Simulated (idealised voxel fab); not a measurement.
process module | voxel capacitor over wiring
Square cells of 5 nm make up the cross-section cut, whose width is 265 nm.
Notation: cross-section as square-cell grid; stated in bands, top first, going down; one or more cell rows per band.
The band entry comprises the height of the band's top followed by the height of its bottom, expressed in nm, and subsequently the band's materials from left to right, each stated together with its width in nm. Where a single material is marked with the word "edge to edge", that material fills the band from edge to edge. The word "empty" represents empty space.
It should be noted that heights are counted from 0, beneath which the wafer as supplied is of one material throughout, and that the lowest band possesses no lower boundary but continues downward, as written in "0 -> down".
A two-number width, for instance "30->40", indicates that the width is equal to the first number in the top row of the band and to the second number in the bottom row, and that it changes by a constant amount per row of cells.
The designation "stayed the same", where it is given for a processing step, indicates that no cell of the cross-section was altered in the course of that step.
The entry titled "Enclosed void list" provides the empty spaces that have no open way to the top, restricted to those of 8 cells or more. Each is presented as width x height at distance, the distance being measured from the left edge, with all three in nm.
after a step's settings: what the simulator itself notes on the step
Among the settings permitted on a step's line is "overlay nm"; applied to a step with a mask, it specifies the extent to which the mask lay to the right of its planned position, whereas a negative figure signifies a position to the left.

INTENDED PROCESS STEPS
1: op RECEIVE | material Si
2: op CONFORMAL_DEP | material SiO2 | thk nm 10
3: op DIRECTIONAL_DEP | material TiN | thk nm 5
4: op DIRECTIONAL_DEP | material W | thk nm 20
5: op PATTERN | tone cover | mask id METAL_1 | material resist | width nm 25 | pitch nm 75 | thk nm 20 | overlay nm 0
6: op DIRECTIONAL_ETCH | etch materials W | depth nm 20
7: op DIRECTIONAL_ETCH | etch materials TiN | depth nm 5
8: op STRIP | etch materials resist
9: op FILL_DEP | material lowk | thk nm 10
10: op CMP | height nm 35
11: op CONFORMAL_DEP | material SiCN | thk nm 5
12: op DIRECTIONAL_DEP | material lowk | thk nm 20
13: op DIRECTIONAL_DEP | material aC | thk nm 15
14: op PATTERN | tone open | mask id PLUG_1 | material resist | width nm 15 | thk nm 30 | overlay nm 0
15: op DIRECTIONAL_ETCH | etch materials aC | depth nm 15
16: op STRIP | etch materials resist
17: op DIRECTIONAL_ETCH | etch materials lowk | depth nm 20
18: op DIRECTIONAL_ETCH | etch materials SiCN | depth nm 5
19: op STRIP | etch materials aC
20: op EPI | material Ru | thk nm 10
21: op EPI | material Ru | thk nm 10
22: op EPI | material Ru | thk nm 5
23: op DIRECTIONAL_DEP | material TiN | thk nm 5
24: op DIRECTIONAL_DEP | material SiN | thk nm 5
25: op DIRECTIONAL_DEP | material TiN | thk nm 10
26: op DIRECTIONAL_DEP | material aC | thk nm 15
27: op PATTERN | tone cover | mask id UPPER_PLATE | material resist | width nm 55 | thk nm 30 | overlay nm 0
28: op DIRECTIONAL_ETCH | etch materials aC | depth nm 15
29: op STRIP | etch materials resist
30: op DIRECTIONAL_ETCH | etch materials TiN | depth nm 10
31: op DIRECTIONAL_ETCH | etch materials SiN | depth nm 5
32: op STRIP | etch materials aC
33: op MASKED_ETCH | tone cover | mask id LOWER_PLATE | width nm 65 | etch materials TiN | depth nm 5 | overlay nm 0
34: op FILL_DEP | material SiO2 | thk nm 15
35: op CMP | height nm 90
36: op DIRECTIONAL_DEP | material aC | thk nm 15
37: op PATTERN | tone open | mask id PLUG_2 | material resist | width nm 15 | thk nm 30 | overlay nm 0
38: op DIRECTIONAL_ETCH | etch materials aC | depth nm 15
39: op STRIP | etch materials resist
40: op DIRECTIONAL_ETCH | etch materials SiO2 | depth nm 10
41: op STRIP | etch materials aC
42: op CONFORMAL_DEP | material TiN | thk nm 5
43: op FILL_DEP | material W | thk nm 10
44: op CMP | height nm 90
45: op CONFORMAL_DEP | material SiCN | thk nm 5

DELIVERED WAFER IN CROSS-SECTION: STATE AFTER STEP 1
    0 -> down: Si edge to edge
    Enclosed void list: none

AS-PLANNED RUN: CROSS-SECTION OF THE FIRST OF TWO WAFERS AT END OF MODULE
    95 -> 90: SiCN edge to edge
    90 -> 85: 100 nm SiO2 / 5 nm TiN / 5 nm W / 5 nm TiN / 150 nm SiO2
    85 -> 80: 100 nm SiO2 / 15 nm TiN / 150 nm SiO2
    80 -> 70: 90 nm SiO2 / 55 nm TiN / 120 nm SiO2
    70 -> 65: 90 nm SiO2 / 55 nm SiN / 120 nm SiO2
    65 -> 60: 85 nm SiO2 / 65 nm TiN / 115 nm SiO2
    60 -> 40: 90 nm lowk / 15 nm Ru / 160 nm lowk
    40 -> 35: 90 nm SiCN / 15 nm Ru / 160 nm SiCN
    35 -> 15: 80 nm lowk / 25 nm W / 50 nm lowk / 25 nm W / 85 nm lowk
    15 -> 10: 80 nm lowk / 25 nm TiN / 50 nm lowk / 25 nm TiN / 85 nm lowk
    10 -> 0: SiO2 edge to edge
    0 -> down: Si edge to edge
    Enclosed void list: none

PRESENTED HERE IS A CROSS-SECTION OF THE SECOND OF THE TWO WAFERS AS IT STOOD AT THE END OF THE MODULE. IT WAS STARTED IN THE SAME MANNER AND ASSIGNED THE SAME PLAN AS THE FIRST WAFER; HOWEVER, ONE MISTAKE WAS MADE IN ITS EXECUTION
    95 -> 90: SiCN edge to edge
    90 -> 80: 90 nm SiO2 / 25 nm TiN / 150 nm SiO2
    80 -> 75: 90 nm SiO2 / 25 nm SiN / 30 nm TiN / 120 nm SiO2
    75 -> 70: 85 nm SiO2 / 60 nm TiN / 120 nm SiO2
    70 -> 65: 80 nm SiO2 / 35 nm Ru / 30 nm SiN / 120 nm SiO2
    65 -> 60: 80 nm SiO2 / 35 nm Ru / 35 nm TiN / 115 nm SiO2
    60 -> 40: 90 nm lowk / 15 nm Ru / 160 nm lowk
    40 -> 35: 90 nm SiCN / 15 nm Ru / 160 nm SiCN
    35 -> 15: 80 nm lowk / 25 nm W / 50 nm lowk / 25 nm W / 85 nm lowk
    15 -> 10: 80 nm lowk / 25 nm TiN / 50 nm lowk / 25 nm TiN / 85 nm lowk
    10 -> 0: SiO2 edge to edge
    0 -> down: Si edge to edge
    Enclosed void list: none
Against the plan, the run slipped here: there is no telling which one of steps 20 and 21, all the same, got done twice
Final difference in cells, second wafer against first, listed per material as more or fewer: Ru +14; SiO2 -8; TiN -5; W -1
